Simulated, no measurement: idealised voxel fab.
You're looking at the process module voxel wiring stack.
Xsec cut, 225 nm wide, square cell size 5 nm.
Cross-section spec: square-cell grid; bands listed top down; each band is one or more rows.
Read a band's entry like this: the first values are the height of its top and the height of its bottom in nm, and what follows is the sequence of materials from left to right, each with its width in nm. Note that "air" is empty space, and that a single material marked "everywhere" reaches across the band from edge to edge.
The reference from which all heights are counted is 0, the level beneath which the as-received wafer is entirely one material; the lowest band, having no lower bound, proceeds downward and is written after the example "top 0, no bottom".
Note: "30->40" means the width goes from the first number (top row of the band) to the second number (bottom row) in equal steps per row of cells.
You'll sometimes find "no modification" written for a step, and that's the way of saying that nowhere in the cross-section did a cell change during that step.
Voids not open to the top, 8 cells minimum: see "Cavities, sealed". Written width x height at distance; distance is from the left edge; nm.
What comes after the settings on a step's line is commentary from the simulator itself on that step.
The optional step-line setting "overlay nm" applies to steps with a mask and quantifies how far to the right of its planned location the mask lay, a negative value indicating leftward placement.

These are the steps we planned for the process:
1. RECEIVE (material Si)
2. CONFORMAL_DEP (material SiO2; thk nm 15)
3. CONFORMAL_DEP (material SiN; thk nm 5)
4. DIRECTIONAL_DEP (material lowk; thk nm 20)
5. MASKED_ETCH (tone open; mask id METAL_1; width nm 25; pitch nm 55; etch materials lowk; depth nm 20; overlay nm 0)
6. MASKED_ETCH (tone open; mask id METAL_1; width nm 25; pitch nm 55; etch materials SiN; depth nm 5; overlay nm 0)
7. CONFORMAL_DEP (material TiN; thk nm 5)
8. FILL_DEP (material Cu; thk nm 5)
9. CMP (height nm 40)
10. EPI (material Ru; thk nm 5)
11. FILL_DEP (material SiCN; thk nm 5)
12. DIRECTIONAL_DEP (material SiO2; thk nm 20)
13. MASKED_ETCH (tone open; mask id PLUG_1; width nm 15; etch materials SiO2; depth nm 20; overlay nm 0)
14. MASKED_ETCH (tone open; mask id PLUG_1; width nm 15; etch materials SiCN; depth nm 5; overlay nm 0)
15. CONFORMAL_DEP (material TiN; thk nm 5)
16. FILL_DEP (material Cu; thk nm 5)
17. CMP (height nm 70)
18. DIRECTIONAL_DEP (material TiN; thk nm 5)
19. DIRECTIONAL_DEP (material W; thk nm 25)
20. DIRECTIONAL_DEP (material aC; thk nm 10)
21. PATTERN (tone cover; mask id METAL_2; material resist; width nm 25; pitch nm 55; thk nm 30; overlay nm 0)
22. DIRECTIONAL_ETCH (etch materials aC; depth nm 10)
23. STRIP (etch materials resist)
24. DIRECTIONAL_ETCH (etch materials W; depth nm 25)
25. DIRECTIONAL_ETCH (etch materials TiN; depth nm 5)
26. STRIP (etch materials aC)
27. FILL_DEP (material lowk; thk nm 5)
28. CMP (height nm 100)
29. CONFORMAL_DEP (material SiCN; thk nm 5)
30. DIRECTIONAL_DEP (material lowk; thk nm 30)
31. PATTERN (tone open; mask id METAL_3; material resist; width nm 25; pitch nm 55; thk nm 20; overlay nm 0)
32. DIRECTIONAL_ETCH (etch materials lowk; depth nm 15)
33. STRIP (etch materials resist)
34. MASKED_ETCH (tone open; mask id METAL_3_HOLES; width nm 15; etch materials lowk; depth nm 15; overlay nm 0)
35. MASKED_ETCH (tone open; mask id METAL_3_HOLES; width nm 15; etch materials SiCN; depth nm 5; overlay nm 0)
36. CONFORMAL_DEP (material TiN; thk nm 5)
37. FILL_DEP (material Cu; thk nm 5)
38. CMP (height nm 135)
39. CONFORMAL_DEP (material SiCN; thk nm 5)
40. DIRECTIONAL_DEP (material lowk; thk nm 15)
41. MASKED_ETCH (tone open; mask id PLUG_3; width nm 15; pitch nm 55; etch materials lowk; depth nm 15; overlay nm 0)
42. MASKED_ETCH (tone open; mask id PLUG_3; width nm 15; pitch nm 55; etch materials SiCN; depth nm 5; overlay nm 0)
43. EPI (material Ru; thk nm 10)
44. EPI (material Ru; thk nm 10)
45. CONFORMAL_DEP (material SiN; thk nm 5)
46. DIRECTIONAL_DEP (material SiO2; thk nm 15)
47. MASKED_ETCH (tone open; mask id METAL_4; width nm 25; pitch nm 55; etch materials SiO2; depth nm 15; overlay nm 0)
48. MASKED_ETCH (tone open; mask id METAL_4; width nm 25; pitch nm 55; etch materials SiN; depth nm 5; overlay nm 0)
49. CONFORMAL_DEP (material TiN; thk nm 5)
50. FILL_DEP (material Ru; thk nm 5)
51. CMP (height nm 175)
52. CONFORMAL_DEP (material SiN; thk nm 5)
Quick note for whoever runs this: the wafers start identical, but the width nm at step 13 isn't the same across them. The plan just shows what the first wafer had.

Cross-sectional view of the first of several wafers in the as-received condition, corresponding to the state following step 1:
	top 0, no bottom = Si everywhere
	Cavities, sealed: none

Every row in this table is a wafer at the end of the module, and it gives, for each of the materials, the cells that wafer has gained (+) or lost (-) since it was received, then its closed voids:
width nm 15; +44 Cu; +56 Ru; +154 SiCN; +115 SiN; +408 SiO2; +95 TiN; +50 W; +698 lowk; Cavities, sealed: none
width nm 20; +47 Cu; +56 Ru; +154 SiCN; +115 SiN; +404 SiO2; +96 TiN; +50 W; +698 lowk; Cavities, sealed: none
width nm 25; +50 Cu; +56 Ru; +154 SiCN; +115 SiN; +400 SiO2; +97 TiN; +50 W; +698 lowk; Cavities, sealed: none
width nm 30; +53 Cu; +56 Ru; +154 SiCN; +115 SiN; +396 SiO2; +98 TiN; +50 W; +698 lowk; Cavities, sealed: none
